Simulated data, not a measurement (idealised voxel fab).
process module | voxel wiring stack
cross-section cut | 185 nm wide | cells 5 nm
A cross-section is a grid of square cells, given in bands from the top down. A band is one or more rows of cells.
Each band's line starts with the height of the band's top and of its bottom, in nm. Then come its materials from left to right, each with its width in nm. One material with "throughout" fills the band from edge to edge. "air" is empty space.
Height 0 is the level under which the wafer as received is all one material. The lowest band goes on downwards, as in "0 down".
A width such as "30 to 40" changes by the same amount from each row of cells to the next, from the band's top row to its bottom row.
"no change" after a step means that no cell of the cross-section changed.
closed voids: empty space of 8 cells or more with no open way to the top, each as width x height at its distance from the left edge, in nm
after a step's settings: what the simulator itself notes on the step
overlay nm, on a step with a mask: how far to the right of its planned place the mask lay; to the left if negative
Each pair below shows a cross-section before one step and the cross-section after it, down to the lowest band that changed. The line under each pair gives the step between them, with its settings. The pairs can come from different runs of this module on the same starting wafer, so a pair continues from the pair above only where its "before" says so.
before
  110 to 85: SiO2 15 | air 30 | SiO2 30 | air 30 | SiO2 30 | air 30 | SiO2 20
  85 to 75: SiO2 15 | air 15 | SiO2 105 | air 15 | SiO2 35
  75 to 70: SiCN throughout
  70 to 60: SiO2 15 | TiN 5 | Cu 20 | TiN 5 | SiO2 30 | TiN 5 | Cu 20 | TiN 5 | SiO2 30 | TiN 5 | Cu 20 | TiN 5 | SiO2 20
  60 to 55: SiO2 15 | TiN 5 | Cu 5 | TiN 20 | SiO2 30 | TiN 5 | Cu 5 | TiN 20 | SiO2 30 | TiN 5 | Cu 5 | TiN 20 | SiO2 20
  55 to 45: SiO2 15 | TiN 5 | Cu 5 | TiN 5 | SiO2 45 | TiN 5 | Cu 5 | TiN 5 | SiO2 45 | TiN 5 | Cu 5 | TiN 5 | SiO2 35
  45 to 40: SiCN 15 | TiN 15 | SiCN 45 | TiN 15 | SiCN 45 | TiN 15 | SiCN 35
  40 to 20: SiO2 15 | TiN 5 | Ru 20 | TiN 5 | SiO2 30 | TiN 5 | Ru 20 | TiN 5 | SiO2 30 | TiN 5 | Ru 20 | TiN 5 | SiO2 20
  20 to 15: SiCN 15 | TiN 30 | SiCN 30 | TiN 30 | SiCN 30 | TiN 30 | SiCN 20
  15 to 0: SiO2 throughout
  0 down: Si throughout
  closed voids: none
after
  115 to 110: TiN 20 | air 20 | TiN 40 | air 20 | TiN 40 | air 20 | TiN 25
  110 to 90: SiO2 15 | TiN 5 | air 20 | TiN 5 | SiO2 30 | TiN 5 | air 20 | TiN 5 | SiO2 30 | TiN 5 | air 20 | TiN 5 | SiO2 20
  90 to 85: SiO2 15 | TiN 5 | air 5 | TiN 20 | SiO2 30 | TiN 30 | SiO2 30 | TiN 5 | air 5 | TiN 20 | SiO2 20
  85 to 80: SiO2 15 | TiN 5 | air 5 | TiN 5 | SiO2 105 | TiN 5 | air 5 | TiN 5 | SiO2 35
  80 to 75: SiO2 15 | TiN 15 | SiO2 105 | TiN 15 | SiO2 35
  below 75: unchanged
  closed voids: none
the step between: op CONFORMAL_DEP | material TiN | thk nm 5
before: the cross-section after the pair above
after
  120 to 115: Ru throughout
  115 to 110: TiN 20 | Ru 20 | TiN 40 | Ru 20 | TiN 40 | Ru 20 | TiN 25
  110 to 90: SiO2 15 | TiN 5 | Ru 20 | TiN 5 | SiO2 30 | TiN 5 | Ru 20 | TiN 5 | SiO2 30 | TiN 5 | Ru 20 | TiN 5 | SiO2 20
  90 to 85: SiO2 15 | TiN 5 | Ru 5 | TiN 20 | SiO2 30 | TiN 30 | SiO2 30 | TiN 5 | Ru 5 | TiN 20 | SiO2 20
  85 to 80: SiO2 15 | TiN 5 | Ru 5 | TiN 5 | SiO2 105 | TiN 5 | Ru 5 | TiN 5 | SiO2 35
  below 80: unchanged
  closed voids: none
the step between: op FILL_DEP | material Ru | thk nm 5
before: the cross-section after the pair above
after
  110 to 90: SiO2 15 | TiN 5 | Ru 20 | TiN 5 | SiO2 30 | TiN 5 | Ru 20 | TiN 5 | SiO2 30 | TiN 5 | Ru 20 | TiN 5 | SiO2 20
  below 90: unchanged
  closed voids: none
the step between: op CMP | height nm 110
before: the cross-section after the pair above
after
  115 to 110: SiCN throughout
  below 110: unchanged
  closed voids: none
the step between: op CONFORMAL_DEP | material SiCN | thk nm 5
before
  70 to 55: SiO2 15 | air 30 | SiO2 30 | air 30 | SiO2 30 | air 30 | SiO2 20
  55 to 45: SiO2 throughout
  45 to 40: SiCN throughout
  40 to 20: SiO2 15 | TiN 5 | Ru 20 | TiN 5 | SiO2 30 | TiN 5 | Ru 20 | TiN 5 | SiO2 30 | TiN 5 | Ru 20 | TiN 5 | SiO2 20
  20 to 15: SiCN 15 | TiN 30 | SiCN 30 | TiN 30 | SiCN 30 | TiN 30 | SiCN 20
  15 to 0: SiO2 throughout
  0 down: Si throughout
  closed voids: none
after
  60 to 55: SiO2 15 | air 30 | SiO2 30 | air 30 | SiO2 30 | air 30 | SiO2 20
  55 to 45: SiO2 30 | air 15 | SiO2 45 | air 15 | SiO2 45 | air 15 | SiO2 20
  below 45: unchanged
  closed voids: none
the step between: op MASKED_ETCH | tone cover | mask id METAL_2_HOLES | width nm 15 | pitch nm 60 | etch materials SiO2 | depth nm 10 | overlay nm 0
before: the cross-section after the pair above
after
  65 to 60: TiN 20 | air 20 | TiN 40 | air 20 | TiN 40 | air 20 | TiN 25
  60 to 50: SiO2 15 to 30 | TiN 20 to 5 | air 5 | TiN 5 | SiO2 30 to 45 | TiN 20 to 5 | air 5 | TiN 5 | SiO2 30 to 45 | TiN 20 to 5 | air 5 | TiN 5 | SiO2 20
  50 to 45: SiO2 30 | TiN 15 | SiO2 45 | TiN 15 | SiO2 45 | TiN 15 | SiO2 20
  below 45: unchanged
  closed voids: none
the step between: op CONFORMAL_DEP | material TiN | thk nm 5
before: the cross-section after the pair above
after
  75 to 65: Cu throughout
  65 to 60: TiN 20 | Cu 20 | TiN 40 | Cu 20 | TiN 40 | Cu 20 | TiN 25
  60 to 50: SiO2 15 to 30 | TiN 20 to 5 | Cu 5 | TiN 5 | SiO2 30 to 45 | TiN 20 to 5 | Cu 5 | TiN 5 | SiO2 30 to 45 | TiN 20 to 5 | Cu 5 | TiN 5 | SiO2 20
  below 50: unchanged
  closed voids: none
the step between: op FILL_DEP | material Cu | thk nm 10
before: the cross-section after the pair above
after
  70 to 65: Cu throughout
  below 65: unchanged
  closed voids: none
the step between: op CMP | height nm 70
before: the cross-section after the pair above
after
  75 to 70: SiCN throughout
  below 70: unchanged
  closed voids: none
the step between: op CONFORMAL_DEP | material SiCN | thk nm 5
before: the cross-section after the pair above
after
  110 to 75: SiO2 throughout
  below 75: unchanged
  closed voids: none
the step between: op DIRECTIONAL_DEP | material SiO2 | thk nm 35
before: the cross-section after the pair above
after
  110 to 75: SiO2 15 | air 15 | SiO2 105 | air 15 | SiO2 35
  below 75: unchanged
  closed voids: none
the step between: op MASKED_ETCH | tone open | mask id METAL_3_HOLES | width nm 15 | pitch nm 120 | etch materials SiO2 | depth nm 35 | overlay nm 0
before: the cross-section after the pair above
after
  110 to 90: SiO2 15 | air 30 | SiO2 30 | air 30 | SiO2 30 | air 30 | SiO2 20
  below 90: unchanged
  closed voids: none
the step between: op MASKED_ETCH | tone open | mask id METAL_3 | width nm 30 | pitch nm 60 | etch materials SiO2 | depth nm 20 | overlay nm 0
before: the cross-section after the pair above
after
  110 to 90: SiO2 15 | air 30 | SiO2 30 | air 30 | SiO2 30 | air 30 | SiO2 20
  90 to 75: SiO2 15 | air 15 | SiO2 105 | air 15 | SiO2 35
  75 to 70: SiCN 15 | air 15 | SiCN 105 | air 15 | SiCN 35
  below 70: unchanged
  closed voids: none
the step between: op MASKED_ETCH | tone open | mask id METAL_3 | width nm 30 | pitch nm 60 | etch materials SiCN | depth nm 5 | overlay nm 0
before: the cross-section after the pair above
after
  115 to 110: TiN 20 | air 20 | TiN 40 | air 20 | TiN 40 | air 20 | TiN 25
  110 to 95: SiO2 15 | TiN 5 | air 20 | TiN 5 | SiO2 30 | TiN 5 | air 20 | TiN 5 | SiO2 30 | TiN 5 | air 20 | TiN 5 | SiO2 20
  95 to 90: SiO2 15 | TiN 5 | air 5 | TiN 20 | SiO2 30 | TiN 30 | SiO2 30 | TiN 5 | air 5 | TiN 20 | SiO2 20
  90 to 75: SiO2 15 | TiN 5 | air 5 | TiN 5 | SiO2 105 | TiN 5 | air 5 | TiN 5 | SiO2 35
  75 to 70: SiCN 15 | TiN 15 | SiCN 105 | TiN 15 | SiCN 35
  below 70: unchanged
  closed voids: none
the step between: op CONFORMAL_DEP | material TiN | thk nm 5
before: the cross-section after the pair above
after
  120 to 115: Ru throughout
  115 to 110: TiN 20 | Ru 20 | TiN 40 | Ru 20 | TiN 40 | Ru 20 | TiN 25
  110 to 95: SiO2 15 | TiN 5 | Ru 20 | TiN 5 | SiO2 30 | TiN 5 | Ru 20 | TiN 5 | SiO2 30 | TiN 5 | Ru 20 | TiN 5 | SiO2 20
  95 to 90: SiO2 15 | TiN 5 | Ru 5 | TiN 20 | SiO2 30 | TiN 30 | SiO2 30 | TiN 5 | Ru 5 | TiN 20 | SiO2 20
  90 to 75: SiO2 15 | TiN 5 | Ru 5 | TiN 5 | SiO2 105 | TiN 5 | Ru 5 | TiN 5 | SiO2 35
  below 75: unchanged
  closed voids: none
the step between: op FILL_DEP | material Ru | thk nm 5
before: the cross-section after the pair above
after
  110 to 95: SiO2 15 | TiN 5 | Ru 20 | TiN 5 | SiO2 30 | TiN 5 | Ru 20 | TiN 5 | SiO2 30 | TiN 5 | Ru 20 | TiN 5 | SiO2 20
  below 95: unchanged
  closed voids: none
the step between: op CMP | height nm 110
before: the cross-section after the pair above
after
  115 to 110: SiCN throughout
  below 110: unchanged
  closed voids: none
the step between: op CONFORMAL_DEP | material SiCN | thk nm 5
